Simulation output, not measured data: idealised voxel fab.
The following is a process module called voxel transistor to metal.
Cross-section cut spans 205 nm and uses square cells 5 nm in size.
Cross-section, as written here: a square-cell grid given band by band from the top down, where a band holds one or more rows of cells. The entry gives the band's vertical extent as a top height and a bottom height in nm, then its horizontal make-up as materials from left to right, each with a width in nm. "blank" stands for empty space; a single material marked "full width" fills the band edge to edge. Height datum 0, below which the as-received substrate wafer is one material. Lowest band open at the bottom, running downward: "0 and below". Note: "30..40" means the width goes from the first number (top row of the band) to the second number (bottom row) in equal steps per row of cells. Step marked "no alteration"? Then no cell in the cross-section changed in it. What "Closed cavities" gives you is every empty space of 8 cells or more that is cut off from the top. Each appears as width x height at distance, with the distance taken from the left edge and width, height and distance all in nm. Whatever follows a step's settings on its line is a remark the simulator itself makes about that step. For masked steps, "overlay nm" on the step line gives how far right of plan the mask actually lay; a minus sign means it lay to the left.
The process steps that were planned are listed below:
1,op RECEIVE | material Si
2,op CONFORMAL_DEP | material SiO2 | thk nm 5
3,op CONFORMAL_DEP | material SiN | thk nm 15
4,op MASKED_ETCH | tone cover | mask id ACTIVE | width nm 105 | etch materials SiN | depth nm 15 | overlay nm 0
5,op MASKED_ETCH | tone cover | mask id ACTIVE | width nm 105 | etch materials SiO2 | depth nm 5 | overlay nm 0
6,op MASKED_ETCH | tone cover | mask id ACTIVE | width nm 105 | etch materials Si | depth nm 35 | overlay nm 0
7,op FILL_DEP | material SiO2 | thk nm 15
8,op CMP | height nm 20
9,op SELECTIVE_ETCH | etch materials SiO2 | depth nm 5
10,op STRIP | etch materials SiN
11,op SELECTIVE_ETCH | etch materials SiO2 | depth nm 5
12,op OXIDIZE | depth nm 5
13,op DIRECTIONAL_DEP | material polySi | thk nm 20
14,op DIRECTIONAL_DEP | material SiCN | thk nm 15
15,op DIRECTIONAL_DEP | material aC | thk nm 10
16,op PATTERN | tone cover | mask id GATE | material resist | width nm 15 | thk nm 30 | overlay nm 0
17,op DIRECTIONAL_ETCH | etch materials aC | depth nm 10
18,op STRIP | etch materials resist
19,op DIRECTIONAL_ETCH | etch materials SiCN | depth nm 25
20,op DIRECTIONAL_ETCH | etch materials polySi | depth nm 30
21,op STRIP | etch materials aC
22,op CONFORMAL_DEP | material SiO2 | thk nm 5
23,op DIRECTIONAL_ETCH | etch materials SiO2 | depth nm 5
24,op CONFORMAL_DEP | material SiN | thk nm 5
25,op DIRECTIONAL_ETCH | etch materials SiN | depth nm 5
26,op DIRECTIONAL_ETCH | etch materials SiO2 | depth nm 5
27,op DIRECTIONAL_ETCH | etch materials Si | depth nm 15
28,op EPI | material nSi | thk nm 15
29,op FILL_DEP | material SiO2 | thk nm 5
30,op CMP | height nm 35
31,op DIRECTIONAL_DEP | material SiO2 | thk nm 15
32,op DIRECTIONAL_DEP | material aC | thk nm 15
33,op PATTERN | tone open | mask id CONTACT | material resist | width nm 35 | pitch nm 60 | thk nm 30 | overlay nm 0
34,op DIRECTIONAL_ETCH | etch materials aC | depth nm 15
35,op STRIP | etch materials resist
36,op DIRECTIONAL_ETCH | etch materials SiO2 | depth nm 40
37,op STRIP | etch materials aC
38,op CONFORMAL_DEP | material TiN | thk nm 5
39,op FILL_DEP | material Ru | thk nm 10
40,op CMP | height nm 50
41,op DIRECTIONAL_DEP | material TiN | thk nm 5
42,op DIRECTIONAL_DEP | material W | thk nm 15
43,op PATTERN | tone cover | mask id METAL_1 | material resist | width nm 15 | pitch nm 75 | thk nm 15 | overlay nm 0
44,op DIRECTIONAL_ETCH | etch materials W | depth nm 15
45,op DIRECTIONAL_ETCH | etch materials TiN | depth nm 5
46,op STRIP | etch materials resist
47,op FILL_DEP | material lowk | thk nm 5
48,op CMP | height nm 70
49,op CONFORMAL_DEP | material SiN | thk nm 5
Heads up: all these wafers start the same, and what changes between them is the width nm in step 43. The value you see in the plan is just what the first wafer got.
Cross-section of the first incoming wafer of several, state after step 1:
- 0 and below = Si full width
- Closed cavities: none
Depicted here is the first of several wafers in cross-section, at module completion following the last step, step 49:
- 75 down to 70 = SiN full width
- 70 down to 55 = lowk=60; W=15; lowk=60; W=15; lowk=55
- 55 down to 50 = lowk=60; TiN=15; lowk=60; TiN=15; lowk=55
- 50 down to 40 = SiO2=55; TiN=5; Ru=25; TiN=5; SiO2=25; TiN=5; Ru=25; TiN=5; SiO2=55
- 40 down to 35 = SiO2=55; TiN=5; Ru=20; TiN=10; SiO2=25; TiN=10; Ru=20; TiN=5; SiO2=55
- 35 down to 20 = SiO2=55; TiN=5; Ru=20; TiN=5; SiN=5; SiO2=5; SiCN=15; SiO2=5; SiN=5; TiN=5; Ru=20; TiN=5; SiO2=55
- 20 down to 15 = SiO2=55; TiN=5; Ru=20; TiN=5; SiN=5; SiO2=5; polySi=15; SiO2=5; SiN=5; TiN=5; Ru=20; TiN=5; SiO2=55
- 15 down to 10 = SiO2=55; TiN=30; SiN=5; SiO2=5; polySi=15; SiO2=5; SiN=5; TiN=30; SiO2=55
- 10 down to 0 = SiO2=50; SiN=5; nSi=30; SiN=5; SiO2=5; polySi=15; SiO2=5; SiN=5; nSi=30; SiN=5; SiO2=50
- 0 down to -5 = SiO2=55; nSi=30; SiO2=35; nSi=30; SiO2=55
- -5 down to -20 = SiO2=50; Si=5; nSi=30; Si=35; nSi=30; Si=5; SiO2=50
- -20 down to -35 = SiO2=50; Si=105; SiO2=50
- -35 and below = Si full width
- Closed cavities: none
Last-wafer cross-section at the end of the module:
- 75 down to 70 = SiN full width
- 70 down to 55 = lowk=50; W=35; lowk=40; W=35; lowk=45
- 55 down to 50 = lowk=50; TiN=35; lowk=40; TiN=35; lowk=45
- 50 down to 40 = SiO2=55; TiN=5; Ru=25; TiN=5; SiO2=25; TiN=5; Ru=25; TiN=5; SiO2=55
- 40 down to 35 = SiO2=55; TiN=5; Ru=20; TiN=10; SiO2=25; TiN=10; Ru=20; TiN=5; SiO2=55
- 35 down to 20 = SiO2=55; TiN=5; Ru=20; TiN=5; SiN=5; SiO2=5; SiCN=15; SiO2=5; SiN=5; TiN=5; Ru=20; TiN=5; SiO2=55
- 20 down to 15 = SiO2=55; TiN=5; Ru=20; TiN=5; SiN=5; SiO2=5; polySi=15; SiO2=5; SiN=5; TiN=5; Ru=20; TiN=5; SiO2=55
- 15 down to 10 = SiO2=55; TiN=30; SiN=5; SiO2=5; polySi=15; SiO2=5; SiN=5; TiN=30; SiO2=55
- 10 down to 0 = SiO2=50; SiN=5; nSi=30; SiN=5; SiO2=5; polySi=15; SiO2=5; SiN=5; nSi=30; SiN=5; SiO2=50
- 0 down to -5 = SiO2=55; nSi=30; SiO2=35; nSi=30; SiO2=55
- -5 down to -20 = SiO2=50; Si=5; nSi=30; Si=35; nSi=30; Si=5; SiO2=50
- -20 down to -35 = SiO2=50; Si=105; SiO2=50
- -35 and below = Si full width
- Closed cavities: none
The table below has one row for each wafer; a row shows, as of the end of the module, how many cells of each material the wafer has gained, marked (+), or lost, marked (-), since it was received, and then the wafer's closed voids:
width nm 15; +60 Ru; -197 Si; +9 SiCN; +59 SiN; +394 SiO2; +48 TiN; +18 W; +140 lowk; +72 nSi; +12 polySi; Closed cavities: none
width nm 20; +60 Ru; -197 Si; +9 SiCN; +59 SiN; +394 SiO2; +50 TiN; +24 W; +132 lowk; +72 nSi; +12 polySi; Closed cavities: none
width nm 25; +60 Ru; -197 Si; +9 SiCN; +59 SiN; +394 SiO2; +52 TiN; +30 W; +124 lowk; +72 nSi; +12 polySi; Closed cavities: none
width nm 30; +60 Ru; -197 Si; +9 SiCN; +59 SiN; +394 SiO2; +54 TiN; +36 W; +116 lowk; +72 nSi; +12 polySi; Closed cavities: none
width nm 35; +60 Ru; -197 Si; +9 SiCN; +59 SiN; +394 SiO2; +56 TiN; +42 W; +108 lowk; +72 nSi; +12 polySi; Closed cavities: none
